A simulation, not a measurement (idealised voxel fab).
Proc. module: voxel self aligned contacts
Each square cell in cross-section cut measures 5 nm, and the section as a whole is 240 nm wide.
How to read a cross-section here: the picture is a grid of square cells, written as bands going from the top down, and any band can span one or more rows of cells.
Per band: top height and bottom height in nm, followed by the left-to-right materials and their widths in nm; "throughout" marks a single material spanning edge to edge, "blank" marks empty space.
Convention: height 0 is the level below which the wafer, as received, is all one material. The lowest band does not terminate at the bottom but continues downward, represented as "top 0, no bottom".
The width entry "30 to 40" should be interpreted row by row: the top row of cells in the band takes the first number, the bottom row takes the second number, and the change between adjacent rows is uniform throughout.
Where a step carries "remained unchanged", the cross-section came out of it unchanged, cell for cell.
Entry "Enclosed void listing" = empty spaces >= 8 cells with no open way to the top; each as width x height at distance, distance from left edge, all nm.
On each step's line, the part that comes after the settings is the simulator's own comment on the step.
overlay nm: how far to the right of its planned place the mask lay on this masked step (negative: to the left).
In what follows, pairs of cross-sections are presented, each taken before and after one process step, with the after cross-section shown only down to the lowest band that was altered; the step, together with its settings, is stated below the pair. The pairs may stem from different runs of this module on the same starting wafer; accordingly, a pair should be taken as continuing from the one above it solely where its entry headed "State before step" indicates as much.
-- State before step
> top 0, no bottom: Si throughout
> Enclosed void listing: none
-- after
> top 0, bottom -5: SiO2 throughout
> For the remainder of the cross-section, below -5, there is no change.
> Enclosed void listing: none
Step lying between the two cross-sections just above: OXIDIZE [depth nm 5]
State before step: The cross-section prior to this step is the one presented after the step of the pair immediately above.
-- after
> top 30, bottom 0: polySi throughout
> For the remainder of the cross-section, below 0, there is no change.
> Enclosed void listing: none
Step lying between the two cross-sections just above: DIRECTIONAL_DEP [material polySi] [thk nm 30]
State before step: The cross-section prior to this step is the one presented after the step of the pair immediately above.
-- after
> top 50, bottom 30: SiN throughout
> For the remainder of the cross-section, below 30, there is no change.
> Enclosed void listing: none
Step lying between the two cross-sections just above: DIRECTIONAL_DEP [material SiN] [thk nm 20]
State before step: The cross-section prior to this step is the one presented after the step of the pair immediately above.
-- after
> top 70, bottom 50: blank: 70 | resist: 25 | blank: 45 | resist: 25 | blank: 75
> For the remainder of the cross-section, below 50, there is no change.
> Enclosed void listing: none
Step lying between the two cross-sections just above: PATTERN [tone cover] [mask id GATE] [material resist] [width nm 25] [pitch nm 70] [thk nm 20] [overlay nm 0]
State before step: The cross-section prior to this step is the one presented after the step of the pair immediately above.
-- after
> top 70, bottom 50: blank: 70 | resist: 25 | blank: 45 | resist: 25 | blank: 75
> top 50, bottom 30: blank: 70 | SiN: 25 | blank: 45 | SiN: 25 | blank: 75
> For the remainder of the cross-section, below 30, there is no change.
> Enclosed void listing: none
Step lying between the two cross-sections just above: DIRECTIONAL_ETCH [etch materials SiN] [depth nm 20]
State before step: The cross-section prior to this step is the one presented after the step of the pair immediately above.
-- after
> top 70, bottom 50: blank: 70 | resist: 25 | blank: 45 | resist: 25 | blank: 75
> top 50, bottom 30: blank: 70 | SiN: 25 | blank: 45 | SiN: 25 | blank: 75
> top 30, bottom 0: blank: 70 | polySi: 25 | blank: 45 | polySi: 25 | blank: 75
> For the remainder of the cross-section, below 0, there is no change.
> Enclosed void listing: none
Step lying between the two cross-sections just above: DIRECTIONAL_ETCH [etch materials polySi] [depth nm 30]
State before step: The cross-section prior to this step is the one presented after the step of the pair immediately above.
-- after
> top 50, bottom 30: blank: 70 | SiN: 25 | blank: 45 | SiN: 25 | blank: 75
> For the remainder of the cross-section, below 30, there is no change.
> Enclosed void listing: none
Step lying between the two cross-sections just above: STRIP [etch materials resist]
State before step: The cross-section prior to this step is the one presented after the step of the pair immediately above.
-- after
> top 60, bottom 30: blank: 60 | SiN: 45 | blank: 25 | SiN: 45 | blank: 65
> top 30, bottom 10: blank: 60 | SiN: 10 | polySi: 25 | SiN: 10 | blank: 25 | SiN: 10 | polySi: 25 | SiN: 10 | blank: 65
> top 10, bottom 0: SiN: 70 | polySi: 25 | SiN: 45 | polySi: 25 | SiN: 75
> For the remainder of the cross-section, below 0, there is no change.
> Enclosed void listing: none
Step lying between the two cross-sections just above: CONFORMAL_DEP [material SiN] [thk nm 10]
State before step: The cross-section prior to this step is the one presented after the step of the pair immediately above.
-- after
> top 50, bottom 30: blank: 60 | SiN: 45 | blank: 25 | SiN: 45 | blank: 65
> top 30, bottom 0: blank: 60 | SiN: 10 | polySi: 25 | SiN: 10 | blank: 25 | SiN: 10 | polySi: 25 | SiN: 10 | blank: 65
> For the remainder of the cross-section, below 0, there is no change.
> Enclosed void listing: none
Step lying between the two cross-sections just above: DIRECTIONAL_ETCH [etch materials SiN] [depth nm 10]
State before step: The cross-section prior to this step is the one presented after the step of the pair immediately above.
-- after
> top 60, bottom 50: SiO2 throughout
> top 50, bottom 30: SiO2: 60 | SiN: 45 | SiO2: 25 | SiN: 45 | SiO2: 65
> top 30, bottom 0: SiO2: 60 | SiN: 10 | polySi: 25 | SiN: 10 | SiO2: 25 | SiN: 10 | polySi: 25 | SiN: 10 | SiO2: 65
> For the remainder of the cross-section, below 0, there is no change.
> Enclosed void listing: none
Step lying between the two cross-sections just above: FILL_DEP [material SiO2] [thk nm 10]
State before step: The cross-section prior to this step is the one presented after the step of the pair immediately above.
-- after
> top 55, bottom 50: SiO2 throughout
> For the remainder of the cross-section, below 50, there is no change.
> Enclosed void listing: none
Step lying between the two cross-sections just above: CMP [height nm 55]
State before step: The cross-section prior to this step is the one presented after the step of the pair immediately above.
-- after
> top 70, bottom 55: resist: 90 | blank: 55 | resist: 95
> For the remainder of the cross-section, below 55, there is no change.
> Enclosed void listing: none
Step lying between the two cross-sections just above: PATTERN [tone open] [mask id CONTACT] [material resist] [width nm 55] [thk nm 15] [overlay nm 0]
State before step: The cross-section prior to this step is the one presented after the step of the pair immediately above.
-- after
> top 70, bottom 55: resist: 90 | blank: 55 | resist: 95
> top 55, bottom 50: SiO2: 90 | blank: 55 | SiO2: 95
> top 50, bottom 30: SiO2: 60 | SiN: 45 | blank: 25 | SiN: 45 | SiO2: 65
> top 30, bottom 0: SiO2: 60 | SiN: 10 | polySi: 25 | SiN: 10 | blank: 25 | SiN: 10 | polySi: 25 | SiN: 10 | SiO2: 65
> top 0, bottom -5: SiO2: 105 | blank: 25 | SiO2: 110
> For the remainder of the cross-section, below -5, there is no change.
> Enclosed void listing: none
Step lying between the two cross-sections just above: DIRECTIONAL_ETCH [etch materials SiO2] [depth nm 60]
State before step: The cross-section prior to this step is the one presented after the step of the pair immediately above.
-- after
> top 55, bottom 50: SiO2: 90 | blank: 55 | SiO2: 95
> For the remainder of the cross-section, below 50, there is no change.
> Enclosed void listing: none
Step lying between the two cross-sections just above: STRIP [etch materials resist]
State before step: The cross-section prior to this step is the one presented after the step of the pair immediately above.
-- after
> top 60, bottom 55: TiN: 95 | blank: 45 | TiN: 100
> top 55, bottom 50: SiO2: 90 | TiN: 20 | blank: 15 | TiN: 20 | SiO2: 95
> top 50, bottom 30: SiO2: 60 | SiN: 45 | TiN: 5 | blank: 15 | TiN: 5 | SiN: 45 | SiO2: 65
> top 30, bottom 0: SiO2: 60 | SiN: 10 | polySi: 25 | SiN: 10 | TiN: 5 | blank: 15 | TiN: 5 | SiN: 10 | polySi: 25 | SiN: 10 | SiO2: 65
> top 0, bottom -5: SiO2: 105 | TiN: 25 | SiO2: 110
> For the remainder of the cross-section, below -5, there is no change.
> Enclosed void listing: none
Step lying between the two cross-sections just above: CONFORMAL_DEP [material TiN] [thk nm 5]
State before step: The cross-section prior to this step is the one presented after the step of the pair immediately above.
-- after
> top 70, bottom 60: W throughout
> top 60, bottom 55: TiN: 95 | W: 45 | TiN: 100
> top 55, bottom 50: SiO2: 90 | TiN: 20 | W: 15 | TiN: 20 | SiO2: 95
> top 50, bottom 30: SiO2: 60 | SiN: 45 | TiN: 5 | W: 15 | TiN: 5 | SiN: 45 | SiO2: 65
> top 30, bottom 0: SiO2: 60 | SiN: 10 | polySi: 25 | SiN: 10 | TiN: 5 | W: 15 | TiN: 5 | SiN: 10 | polySi: 25 | SiN: 10 | SiO2: 65
> For the remainder of the cross-section, below 0, there is no change.
> Enclosed void listing: none
Step lying between the two cross-sections just above: FILL_DEP [material W] [thk nm 10]
State before step: The cross-section prior to this step is the one presented after the step of the pair immediately above.
-- after
> top 55, bottom 50: SiO2: 90 | TiN: 20 | W: 15 | TiN: 20 | SiO2: 95
> For the remainder of the cross-section, below 50, there is no change.
> Enclosed void listing: none
Step lying between the two cross-sections just above: CMP [height nm 55]
State before step: The cross-section prior to this step is the one presented after the step of the pair immediately above.
-- after
> top 60, bottom 55: SiCN throughout
> For the remainder of the cross-section, below 55, there is no change.
> Enclosed void listing: none
Step lying between the two cross-sections just above: CONFORMAL_DEP [material SiCN] [thk nm 5]
-- State before step
> top 0, no bottom: Si throughout
> Enclosed void listing: none
-- after
> top 30, bottom 0: polySi throughout
> For the remainder of the cross-section, below 0, there is no change.
> Enclosed void listing: none
Step lying between the two cross-sections just above: DIRECTIONAL_DEP [material polySi] [thk nm 30]
State before step: The cross-section prior to this step is the one presented after the step of the pair immediately above.
-- after
> top 50, bottom 30: SiN throughout
> For the remainder of the cross-section, below 30, there is no change.
> Enclosed void listing: none
Step lying between the two cross-sections just above: DIRECTIONAL_DEP [material SiN] [thk nm 20]
State before step: The cross-section prior to this step is the one presented after the step of the pair immediately above.
-- after
> top 70, bottom 50: blank: 70 | resist: 25 | blank: 45 | resist: 25 | blank: 75
> For the remainder of the cross-section, below 50, there is no change.
> Enclosed void listing: none
Step lying between the two cross-sections just above: PATTERN [tone cover] [mask id GATE] [material resist] [width nm 25] [pitch nm 70] [thk nm 20] [overlay nm 0]
State before step: The cross-section prior to this step is the one presented after the step of the pair immediately above.
-- after
> top 70, bottom 50: blank: 70 | resist: 25 | blank: 45 | resist: 25 | blank: 75
> top 50, bottom 30: blank: 70 | SiN: 25 | blank: 45 | SiN: 25 | blank: 75
> For the remainder of the cross-section, below 30, there is no change.
> Enclosed void listing: none
Step lying between the two cross-sections just above: DIRECTIONAL_ETCH [etch materials SiN] [depth nm 20]
State before step: The cross-section prior to this step is the one presented after the step of the pair immediately above.
-- after
> top 70, bottom 50: blank: 70 | resist: 25 | blank: 45 | resist: 25 | blank: 75
> top 50, bottom 30: blank: 70 | SiN: 25 | blank: 45 | SiN: 25 | blank: 75
> top 30, bottom 0: blank: 70 | polySi: 25 | blank: 45 | polySi: 25 | blank: 75
> For the remainder of the cross-section, below 0, there is no change.
> Enclosed void listing: none
Step lying between the two cross-sections just above: DIRECTIONAL_ETCH [etch materials polySi] [depth nm 30]
State before step: The cross-section prior to this step is the one presented after the step of the pair immediately above.
-- after
> top 50, bottom 30: blank: 70 | SiN: 25 | blank: 45 | SiN: 25 | blank: 75
> For the remainder of the cross-section, below 30, there is no change.
> Enclosed void listing: none
Step lying between the two cross-sections just above: STRIP [etch materials resist]
State before step: The cross-section prior to this step is the one presented after the step of the pair immediately above.
-- after
> top 60, bottom 30: blank: 60 | SiN: 45 | blank: 25 | SiN: 45 | blank: 65
> top 30, bottom 10: blank: 60 | SiN: 10 | polySi: 25 | SiN: 10 | blank: 25 | SiN: 10 | polySi: 25 | SiN: 10 | blank: 65
> top 10, bottom 0: SiN: 70 | polySi: 25 | SiN: 45 | polySi: 25 | SiN: 75
> For the remainder of the cross-section, below 0, there is no change.
> Enclosed void listing: none
Step lying between the two cross-sections just above: CONFORMAL_DEP [material SiN] [thk nm 10]
State before step: The cross-section prior to this step is the one presented after the step of the pair immediately above.
-- after
> top 50, bottom 30: blank: 60 | SiN: 45 | blank: 25 | SiN: 45 | blank: 65
> top 30, bottom 0: blank: 60 | SiN: 10 | polySi: 25 | SiN: 10 | blank: 25 | SiN: 10 | polySi: 25 | SiN: 10 | blank: 65
> For the remainder of the cross-section, below 0, there is no change.
> Enclosed void listing: none
Step lying between the two cross-sections just above: DIRECTIONAL_ETCH [etch materials SiN] [depth nm 10]
State before step: The cross-section prior to this step is the one presented after the step of the pair immediately above.
-- after
> top 60, bottom 50: SiO2 throughout
> top 50, bottom 30: SiO2: 60 | SiN: 45 | SiO2: 25 | SiN: 45 | SiO2: 65
> top 30, bottom 0: SiO2: 60 | SiN: 10 | polySi: 25 | SiN: 10 | SiO2: 25 | SiN: 10 | polySi: 25 | SiN: 10 | SiO2: 65
> For the remainder of the cross-section, below 0, there is no change.
> Enclosed void listing: none
Step lying between the two cross-sections just above: FILL_DEP [material SiO2] [thk nm 10]
State before step: The cross-section prior to this step is the one presented after the step of the pair immediately above.
-- after
> top 55, bottom 50: SiO2 throughout
> For the remainder of the cross-section, below 50, there is no change.
> Enclosed void listing: none
Step lying between the two cross-sections just above: CMP [height nm 55]
State before step: The cross-section prior to this step is the one presented after the step of the pair immediately above.
-- after
> top 70, bottom 55: resist: 90 | blank: 55 | resist: 95
> For the remainder of the cross-section, below 55, there is no change.
> Enclosed void listing: none
Step lying between the two cross-sections just above: PATTERN [tone open] [mask id CONTACT] [material resist] [width nm 55] [thk nm 15] [overlay nm 0]
State before step: The cross-section prior to this step is the one presented after the step of the pair immediately above.
-- after
> top 70, bottom 55: resist: 90 | blank: 55 | resist: 95
> top 55, bottom 50: SiO2: 90 | blank: 55 | SiO2: 95
> top 50, bottom 30: SiO2: 60 | SiN: 45 | blank: 25 | SiN: 45 | SiO2: 65
> top 30, bottom 0: SiO2: 60 | SiN: 10 | polySi: 25 | SiN: 10 | blank: 25 | SiN: 10 | polySi: 25 | SiN: 10 | SiO2: 65
> For the remainder of the cross-section, below 0, there is no change.
> Enclosed void listing: none
Step lying between the two cross-sections just above: DIRECTIONAL_ETCH [etch materials SiO2] [depth nm 60]
State before step: The cross-section prior to this step is the one presented after the step of the pair immediately above.
-- after
> top 55, bottom 50: SiO2: 90 | blank: 55 | SiO2: 95
> For the remainder of the cross-section, below 50, there is no change.
> Enclosed void listing: none
Step lying between the two cross-sections just above: STRIP [etch materials resist]
State before step: The cross-section prior to this step is the one presented after the step of the pair immediately above.
-- after
> top 60, bottom 55: TiN: 95 | blank: 45 | TiN: 100
> top 55, bottom 50: SiO2: 90 | TiN: 20 | blank: 15 | TiN: 20 | SiO2: 95
> top 50, bottom 30: SiO2: 60 | SiN: 45 | TiN: 5 | blank: 15 | TiN: 5 | SiN: 45 | SiO2: 65
> top 30, bottom 5: SiO2: 60 | SiN: 10 | polySi: 25 | SiN: 10 | TiN: 5 | blank: 15 | TiN: 5 | SiN: 10 | polySi: 25 | SiN: 10 | SiO2: 65
> top 5, bottom 0: SiO2: 60 | SiN: 10 | polySi: 25 | SiN: 10 | TiN: 25 | SiN: 10 | polySi: 25 | SiN: 10 | SiO2: 65
> For the remainder of the cross-section, below 0, there is no change.
> Enclosed void listing: none
Step lying between the two cross-sections just above: CONFORMAL_DEP [material TiN] [thk nm 5]
State before step: The cross-section prior to this step is the one presented after the step of the pair immediately above.
-- after
> top 70, bottom 60: W throughout
> top 60, bottom 55: TiN: 95 | W: 45 | TiN: 100
> top 55, bottom 50: SiO2: 90 | TiN: 20 | W: 15 | TiN: 20 | SiO2: 95
> top 50, bottom 30: SiO2: 60 | SiN: 45 | TiN: 5 | W: 15 | TiN: 5 | SiN: 45 | SiO2: 65
> top 30, bottom 5: SiO2: 60 | SiN: 10 | polySi: 25 | SiN: 10 | TiN: 5 | W: 15 | TiN: 5 | SiN: 10 | polySi: 25 | SiN: 10 | SiO2: 65
> For the remainder of the cross-section, below 5, there is no change.
> Enclosed void listing: none
Step lying between the two cross-sections just above: FILL_DEP [material W] [thk nm 10]
State before step: The cross-section prior to this step is the one presented after the step of the pair immediately above.
-- after
> top 55, bottom 50: SiO2: 90 | TiN: 20 | W: 15 | TiN: 20 | SiO2: 95
> For the remainder of the cross-section, below 50, there is no change.
> Enclosed void listing: none
Step lying between the two cross-sections just above: CMP [height nm 55]
State before step: The cross-section prior to this step is the one presented after the step of the pair immediately above.
-- after
> top 60, bottom 55: SiCN throughout
> For the remainder of the cross-section, below 55, there is no change.
> Enclosed void listing: none
Step lying between the two cross-sections just above: CONFORMAL_DEP [material SiCN] [thk nm 5]
-- State before step
> top 50, bottom 30: SiN throughout
> top 30, bottom 0: polySi throughout
> top 0, bottom -5: SiO2 throughout
> top -5, no bottom: Si throughout
> Enclosed void listing: none
-- after
> top 70, bottom 30: SiN throughout
> For the remainder of the cross-section, below 30, there is no change.
> Enclosed void listing: none
Step lying between the two cross-sections just above: DIRECTIONAL_DEP [material SiN] [thk nm 20]
State before step: The cross-section prior to this step is the one presented after the step of the pair immediately above.
-- after
> top 90, bottom 70: blank: 70 | resist: 25 | blank: 45 | resist: 25 | blank: 75
> For the remainder of the cross-section, below 70, there is no change.
> Enclosed void listing: none
Step lying between the two cross-sections just above: PATTERN [tone cover] [mask id GATE] [material resist] [width nm 25] [pitch nm 70] [thk nm 20] [overlay nm 0]
State before step: The cross-section prior to this step is the one presented after the step of the pair immediately above.
-- after
> top 90, bottom 70: blank: 70 | resist: 25 | blank: 45 | resist: 25 | blank: 75
> top 70, bottom 50: blank: 70 | SiN: 25 | blank: 45 | SiN: 25 | blank: 75
> For the remainder of the cross-section, below 50, there is no change.
> Enclosed void listing: none
Step lying between the two cross-sections just above: DIRECTIONAL_ETCH [etch materials SiN] [depth nm 20]
State before step: The cross-section prior to this step is the one presented after the step of the pair immediately above.
-- after
> top 70, bottom 50: blank: 70 | SiN: 25 | blank: 45 | SiN: 25 | blank: 75
> For the remainder of the cross-section, below 50, there is no change.
> Enclosed void listing: none
Step lying between the two cross-sections just above: STRIP [etch materials resist]
State before step: The cross-section prior to this step is the one presented after the step of the pair immediately above.
-- after
> top 80, bottom 60: blank: 60 | SiN: 45 | blank: 25 | SiN: 45 | blank: 65
> top 60, bottom 30: SiN throughout
> For the remainder of the cross-section, below 30, there is no change.
> Enclosed void listing: none
Step lying between the two cross-sections just above: CONFORMAL_DEP [material SiN] [thk nm 10]
State before step: The cross-section prior to this step is the one presented after the step of the pair immediately above.
-- after
> top 70, bottom 50: blank: 60 | SiN: 45 | blank: 25 | SiN: 45 | blank: 65
> For the remainder of the cross-section, below 50, there is no change.
> Enclosed void listing: none
Step lying between the two cross-sections just above: DIRECTIONAL_ETCH [etch materials SiN] [depth nm 10]
State before step: The cross-section prior to this step is the one presented after the step of the pair immediately above.
-- after
> top 80, bottom 70: SiO2 throughout
> top 70, bottom 50: SiO2: 60 | SiN: 45 | SiO2: 25 | SiN: 45 | SiO2: 65
> For the remainder of the cross-section, below 50, there is no change.
> Enclosed void listing: none
Step lying between the two cross-sections just above: FILL_DEP [material SiO2] [thk nm 10]
State before step: The cross-section prior to this step is the one presented after the step of the pair immediately above.
-- after
> top 55, bottom 50: SiO2: 60 | SiN: 45 | SiO2: 25 | SiN: 45 | SiO2: 65
> For the remainder of the cross-section, below 50, there is no change.
> Enclosed void listing: none
Step lying between the two cross-sections just above: CMP [height nm 55]
State before step: The cross-section prior to this step is the one presented after the step of the pair immediately above.
-- after
> top 70, bottom 55: resist: 90 | blank: 55 | resist: 95
> For the remainder of the cross-section, below 55, there is no change.
> Enclosed void listing: none
Step lying between the two cross-sections just above: PATTERN [tone open] [mask id CONTACT] [material resist] [width nm 55] [thk nm 15] [overlay nm 0]
State before step: The cross-section prior to this step is the one presented after the step of the pair immediately above.
-- after
> top 70, bottom 55: resist: 90 | blank: 55 | resist: 95
> top 55, bottom 50: SiO2: 60 | SiN: 45 | blank: 25 | SiN: 45 | SiO2: 65
> For the remainder of the cross-section, below 50, there is no change.
> Enclosed void listing: none
Step lying between the two cross-sections just above: DIRECTIONAL_ETCH [etch materials SiO2] [depth nm 60]
State before step: The cross-section prior to this step is the one presented after the step of the pair immediately above.
-- after
> top 55, bottom 50: SiO2: 60 | SiN: 45 | blank: 25 | SiN: 45 | SiO2: 65
> For the remainder of the cross-section, below 50, there is no change.
> Enclosed void listing: none
Step lying between the two cross-sections just above: STRIP [etch materials resist]
State before step: The cross-section prior to this step is the one presented after the step of the pair immediately above.
-- after
> top 60, bottom 55: TiN: 110 | blank: 15 | TiN: 115
> top 55, bottom 50: SiO2: 60 | SiN: 45 | TiN: 25 | SiN: 45 | SiO2: 65
> For the remainder of the cross-section, below 50, there is no change.
> Enclosed void listing: none
Step lying between the two cross-sections just above: CONFORMAL_DEP [material TiN] [thk nm 5]
State before step: The cross-section prior to this step is the one presented after the step of the pair immediately above.
-- after
> top 70, bottom 60: W throughout
> top 60, bottom 55: TiN: 110 | W: 15 | TiN: 115
> For the remainder of the cross-section, below 55, there is no change.
> Enclosed void listing: none
Step lying between the two cross-sections just above: FILL_DEP [material W] [thk nm 10]
State before step: The cross-section prior to this step is the one presented after the step of the pair immediately above.
-- after
> top 55, bottom 50: SiO2: 60 | SiN: 45 | TiN: 25 | SiN: 45 | SiO2: 65
> For the remainder of the cross-section, below 50, there is no change.
> Enclosed void listing: none
Step lying between the two cross-sections just above: CMP [height nm 55]
State before step: The cross-section prior to this step is the one presented after the step of the pair immediately above.
-- after
> top 60, bottom 55: SiCN throughout
> For the remainder of the cross-section, below 55, there is no change.
> Enclosed void listing: none
Step lying between the two cross-sections just above: CONFORMAL_DEP [material SiCN] [thk nm 5]
-- State before step
> top 0, bottom -5: SiO2 throughout
> top -5, no bottom: Si throughout
> Enclosed void listing: none
-- after
> top 20, bottom 0: SiN throughout
> For the remainder of the cross-section, below 0, there is no change.
> Enclosed void listing: none
Step lying between the two cross-sections just above: DIRECTIONAL_DEP [material SiN] [thk nm 20]
State before step: The cross-section prior to this step is the one presented after the step of the pair immediately above.
-- after
> top 50, bottom 20: polySi throughout
> For the remainder of the cross-section, below 20, there is no change.
> Enclosed void listing: none
Step lying between the two cross-sections just above: DIRECTIONAL_DEP [material polySi] [thk nm 30]
State before step: The cross-section prior to this step is the one presented after the step of the pair immediately above.
-- after
> top 70, bottom 50: blank: 70 | resist: 25 | blank: 45 | resist: 25 | blank: 75
> For the remainder of the cross-section, below 50, there is no change.
> Enclosed void listing: none
Step lying between the two cross-sections just above: PATTERN [tone cover] [mask id GATE] [material resist] [width nm 25] [pitch nm 70] [thk nm 20] [overlay nm 0]
State before step: The cross-section prior to this step is the one presented after the step of the pair immediately above.
-- after
> top 70, bottom 50: blank: 70 | resist: 25 | blank: 45 | resist: 25 | blank: 75
> top 50, bottom 20: blank: 70 | polySi: 25 | blank: 45 | polySi: 25 | blank: 75
> For the remainder of the cross-section, below 20, there is no change.
> Enclosed void listing: none
Step lying between the two cross-sections just above: DIRECTIONAL_ETCH [etch materials polySi] [depth nm 30]
State before step: The cross-section prior to this step is the one presented after the step of the pair immediately above.
-- after
> top 50, bottom 20: blank: 70 | polySi: 25 | blank: 45 | polySi: 25 | blank: 75
> For the remainder of the cross-section, below 20, there is no change.
> Enclosed void listing: none
Step lying between the two cross-sections just above: STRIP [etch materials resist]
State before step: The cross-section prior to this step is the one presented after the step of the pair immediately above.
-- after
> top 60, bottom 50: blank: 60 | SiN: 45 | blank: 25 | SiN: 45 | blank: 65
> top 50, bottom 30: blank: 60 | SiN: 10 | polySi: 25 | SiN: 10 | blank: 25 | SiN: 10 | polySi: 25 | SiN: 10 | blank: 65
> top 30, bottom 20: SiN: 70 | polySi: 25 | SiN: 45 | polySi: 25 | SiN: 75
> For the remainder of the cross-section, below 20, there is no change.
> Enclosed void listing: none
Step lying between the two cross-sections just above: CONFORMAL_DEP [material SiN] [thk nm 10]
State before step: The cross-section prior to this step is the one presented after the step of the pair immediately above.
-- after
> top 50, bottom 20: blank: 60 | SiN: 10 | polySi: 25 | SiN: 10 | blank: 25 | SiN: 10 | polySi: 25 | SiN: 10 | blank: 65
> For the remainder of the cross-section, below 20, there is no change.
> Enclosed void listing: none
Step lying between the two cross-sections just above: DIRECTIONAL_ETCH [etch materials SiN] [depth nm 10]
State before step: The cross-section prior to this step is the one presented after the step of the pair immediately above.
-- after
> top 60, bottom 50: SiO2 throughout
> top 50, bottom 20: SiO2: 60 | SiN: 10 | polySi: 25 | SiN: 10 | SiO2: 25 | SiN: 10 | polySi: 25 | SiN: 10 | SiO2: 65
> For the remainder of the cross-section, below 20, there is no change.
> Enclosed void listing: none
Step lying between the two cross-sections just above: FILL_DEP [material SiO2] [thk nm 10]
State before step: The cross-section prior to this step is the one presented after the step of the pair immediately above.
-- after
> top 55, bottom 50: SiO2 throughout
> For the remainder of the cross-section, below 50, there is no change.
> Enclosed void listing: none
Step lying between the two cross-sections just above: CMP [height nm 55]
State before step: The cross-section prior to this step is the one presented after the step of the pair immediately above.
-- after
> top 70, bottom 55: resist: 90 | blank: 55 | resist: 95
> For the remainder of the cross-section, below 55, there is no change.
> Enclosed void listing: none
Step lying between the two cross-sections just above: PATTERN [tone open] [mask id CONTACT] [material resist] [width nm 55] [thk nm 15] [overlay nm 0]
State before step: The cross-section prior to this step is the one presented after the step of the pair immediately above.
-- after
> top 70, bottom 55: resist: 90 | blank: 55 | resist: 95
> top 55, bottom 50: SiO2: 90 | blank: 55 | SiO2: 95
> top 50, bottom 20: SiO2: 60 | SiN: 10 | polySi: 25 | SiN: 10 | blank: 25 | SiN: 10 | polySi: 25 | SiN: 10 | SiO2: 65
> For the remainder of the cross-section, below 20, there is no change.
> Enclosed void listing: none
Step lying between the two cross-sections just above: DIRECTIONAL_ETCH [etch materials SiO2] [depth nm 60]
State before step: The cross-section prior to this step is the one presented after the step of the pair immediately above.
-- after
> top 55, bottom 50: SiO2: 90 | blank: 55 | SiO2: 95
> For the remainder of the cross-section, below 50, there is no change.
> Enclosed void listing: none
Step lying between the two cross-sections just above: STRIP [etch materials resist]
State before step: The cross-section prior to this step is the one presented after the step of the pair immediately above.
-- after
> top 60, bottom 55: TiN: 95 | blank: 45 | TiN: 100
> top 55, bottom 50: SiO2: 90 | TiN: 20 | blank: 15 | TiN: 20 | SiO2: 95
> top 50, bottom 25: SiO2: 60 | SiN: 10 | polySi: 25 | SiN: 10 | TiN: 5 | blank: 15 | TiN: 5 | SiN: 10 | polySi: 25 | SiN: 10 | SiO2: 65
> top 25, bottom 20: SiO2: 60 | SiN: 10 | polySi: 25 | SiN: 10 | TiN: 25 | SiN: 10 | polySi: 25 | SiN: 10 | SiO2: 65
> For the remainder of the cross-section, below 20, there is no change.
> Enclosed void listing: none
Step lying between the two cross-sections just above: CONFORMAL_DEP [material TiN] [thk nm 5]
State before step: The cross-section prior to this step is the one presented after the step of the pair immediately above.
-- after
> top 70, bottom 60: W throughout
> top 60, bottom 55: TiN: 95 | W: 45 | TiN: 100
> top 55, bottom 50: SiO2: 90 | TiN: 20 | W: 15 | TiN: 20 | SiO2: 95
> top 50, bottom 25: SiO2: 60 | SiN: 10 | polySi: 25 | SiN: 10 | TiN: 5 | W: 15 | TiN: 5 | SiN: 10 | polySi: 25 | SiN: 10 | SiO2: 65
> For the remainder of the cross-section, below 25, there is no change.
> Enclosed void listing: none
Step lying between the two cross-sections just above: FILL_DEP [material W] [thk nm 10]
State before step: The cross-section prior to this step is the one presented after the step of the pair immediately above.
-- after
> top 55, bottom 50: SiO2: 90 | TiN: 20 | W: 15 | TiN: 20 | SiO2: 95
> For the remainder of the cross-section, below 50, there is no change.
> Enclosed void listing: none
Step lying between the two cross-sections just above: CMP [height nm 55]
State before step: The cross-section prior to this step is the one presented after the step of the pair immediately above.
-- after
> top 60, bottom 55: SiCN throughout
> For the remainder of the cross-section, below 55, there is no change.
> Enclosed void listing: none
Step lying between the two cross-sections just above: CONFORMAL_DEP [material SiCN] [thk nm 5]
-- State before step
> top 0, no bottom: Si throughout
> Enclosed void listing: none
-- after
> top 0, bottom -10: SiO2 throughout
> For the remainder of the cross-section, below -10, there is no change.
> Enclosed void listing: none
Step lying between the two cross-sections just above: OXIDIZE [depth nm 10]
State before step: The cross-section prior to this step is the one presented after the step of the pair immediately above.
-- after
> top 30, bottom 0: polySi throughout
> For the remainder of the cross-section, below 0, there is no change.
> Enclosed void listing: none
Step lying between the two cross-sections just above: DIRECTIONAL_DEP [material polySi] [thk nm 30]
State before step: The cross-section prior to this step is the one presented after the step of the pair immediately above.
-- after
> top 50, bottom 30: SiN throughout
> For the remainder of the cross-section, below 30, there is no change.
> Enclosed void listing: none
Step lying between the two cross-sections just above: DIRECTIONAL_DEP [material SiN] [thk nm 20]
State before step: The cross-section prior to this step is the one presented after the step of the pair immediately above.
-- after
> top 70, bottom 50: blank: 70 | resist: 25 | blank: 45 | resist: 25 | blank: 75
> For the remainder of the cross-section, below 50, there is no change.
> Enclosed void listing: none
Step lying between the two cross-sections just above: PATTERN [tone cover] [mask id GATE] [material resist] [width nm 25] [pitch nm 70] [thk nm 20] [overlay nm 0]
State before step: The cross-section prior to this step is the one presented after the step of the pair immediately above.
-- after
> top 70, bottom 50: blank: 70 | resist: 25 | blank: 45 | resist: 25 | blank: 75
> top 50, bottom 30: blank: 70 | SiN: 25 | blank: 45 | SiN: 25 | blank: 75
> For the remainder of the cross-section, below 30, there is no change.
> Enclosed void listing: none
Step lying between the two cross-sections just above: DIRECTIONAL_ETCH [etch materials SiN] [depth nm 20]
State before step: The cross-section prior to this step is the one presented after the step of the pair immediately above.
-- after
> top 70, bottom 50: blank: 70 | resist: 25 | blank: 45 | resist: 25 | blank: 75
> top 50, bottom 30: blank: 70 | SiN: 25 | blank: 45 | SiN: 25 | blank: 75
> top 30, bottom 0: blank: 70 | polySi: 25 | blank: 45 | polySi: 25 | blank: 75
> For the remainder of the cross-section, below 0, there is no change.
> Enclosed void listing: none
Step lying between the two cross-sections just above: DIRECTIONAL_ETCH [etch materials polySi] [depth nm 30]
State before step: The cross-section prior to this step is the one presented after the step of the pair immediately above.
-- after
> top 50, bottom 30: blank: 70 | SiN: 25 | blank: 45 | SiN: 25 | blank: 75
> For the remainder of the cross-section, below 30, there is no change.
> Enclosed void listing: none
Step lying between the two cross-sections just above: STRIP [etch materials resist]
State before step: The cross-section prior to this step is the one presented after the step of the pair immediately above.
-- after
> top 60, bottom 30: blank: 60 | SiN: 45 | blank: 25 | SiN: 45 | blank: 65
> top 30, bottom 10: blank: 60 | SiN: 10 | polySi: 25 | SiN: 10 | blank: 25 | SiN: 10 | polySi: 25 | SiN: 10 | blank: 65
> top 10, bottom 0: SiN: 70 | polySi: 25 | SiN: 45 | polySi: 25 | SiN: 75
> For the remainder of the cross-section, below 0, there is no change.
> Enclosed void listing: none
Step lying between the two cross-sections just above: CONFORMAL_DEP [material SiN] [thk nm 10]
